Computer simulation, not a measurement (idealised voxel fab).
Title: Process Module voxel lift off
The cross-section on display is named cut; it measures 285 nm wide, and its cells are 5 nm squares.
Just so we're on the same page, the cross-sections are grids of square cells, and they're listed out in bands top to bottom, each band one or more rows deep.
Heights first: top, then bottom, in nm. Then materials, left to right, each with a width in nm. "everywhere" on a single material: fills the band edge to edge. "blank": empty space.
Ref level 0: as-received wafer is one material below here. Bottom band extends down with no lower bound ("0 -> down").
When a width is written as two numbers, as in "30..40", the first number is the width in the top row of cells of the band and the second is the width in its bottom row, and the width changes by the same amount from each row to the next.
Reading "no modifications" for a step: not a cell of the cross-section changed in it.
The label "Unvented voids" introduces a list of the empty spaces, 8 cells or larger, that have no open way up to the top; each entry in it reads width x height at distance, where the distance is taken from the left edge and all three are stated in nm.
after a step's settings: what the simulator itself notes on the step
The "overlay nm" setting may appear on a step's line; for a step that uses a mask, it gives how far to the right of its planned position the mask lay, and a negative value indicates the left.

Plan:
1 RECEIVE,material Si
2 CONFORMAL_DEP,material SiO2,thk nm 10
3 PATTERN,tone open,mask id LINES,material resist,width nm 25,pitch nm 40,thk nm 20,overlay nm 0
4 DIRECTIONAL_DEP,material Ru,thk nm 5
5 STRIP,etch materials resist
6 CONFORMAL_DEP,material SiN,thk nm 10

Of two wafers, the first: run according to plan:

The cross-section here shows the wafer as received, i.e. in its state after step 1:
* 0 -> down | Si everywhere
* Unvented voids: none

Wafer xsec, post step 2:
* 10 -> 0 | SiO2 everywhere
* Rest of section, below 0: as before.

Wafer xsec, post step 3:
* 30 -> 10 | resist 110 nm, blank 25 nm, resist 15 nm, blank 25 nm, resist 110 nm
* Rest of section, below 10: as before.

Wafer xsec, post step 4:
* 35 -> 30 | Ru 110 nm, blank 25 nm, Ru 15 nm, blank 25 nm, Ru 110 nm
* 30 -> 15 | resist 110 nm, blank 25 nm, resist 15 nm, blank 25 nm, resist 110 nm
* 15 -> 10 | resist 110 nm, Ru 25 nm, resist 15 nm, Ru 25 nm, resist 110 nm
* Rest of section, below 10: as before.

Wafer xsec, post step 5:
* 15 -> 10 | blank 110 nm, Ru 25 nm, blank 15 nm, Ru 25 nm, blank 110 nm
* Rest of section, below 10: as before.

Wafer xsec, post step 6:
* 25 -> 20 | blank 100 nm, SiN 85 nm, blank 100 nm
* 20 -> 15 | SiN everywhere
* 15 -> 10 | SiN 110 nm, Ru 25 nm, SiN 15 nm, Ru 25 nm, SiN 110 nm
* Rest of section, below 10: as before.

Second wafer, same starting state and plan as the first, one mistake in the run, identical through step 2:

Cross-section, second wafer, at the end time the plan gives for step 3:
* 30 -> 10 | resist 100 nm, blank 25 nm, resist 15 nm, blank 25 nm, resist 120 nm
* Rest of section, below 10: as before.

Cross-section, second wafer, at the end time the plan gives for step 4:
* 35 -> 30 | Ru 100 nm, blank 25 nm, Ru 15 nm, blank 25 nm, Ru 120 nm
* 30 -> 15 | resist 100 nm, blank 25 nm, resist 15 nm, blank 25 nm, resist 120 nm
* 15 -> 10 | resist 100 nm, Ru 25 nm, resist 15 nm, Ru 25 nm, resist 120 nm
* Rest of section, below 10: as before.

Cross-section, second wafer, at the end time the plan gives for step 5:
* 15 -> 10 | blank 100 nm, Ru 25 nm, blank 15 nm, Ru 25 nm, blank 120 nm
* Rest of section, below 10: as before.

Cross-section, second wafer, at the end time the plan gives for step 6:
* 25 -> 20 | blank 90 nm, SiN 85 nm, blank 110 nm
* 20 -> 15 | SiN everywhere
* 15 -> 10 | SiN 100 nm, Ru 25 nm, SiN 15 nm, Ru 25 nm, SiN 120 nm
* Rest of section, below 10: as before.
Processing error: step 3 went in with a setting other than planned; the actual run was PATTERN,tone open,mask id LINES,material resist,width nm 25,pitch nm 40,thk nm 20,overlay nm -10
at the end the second wafer has, in cells: as many of each material as the first, in other places
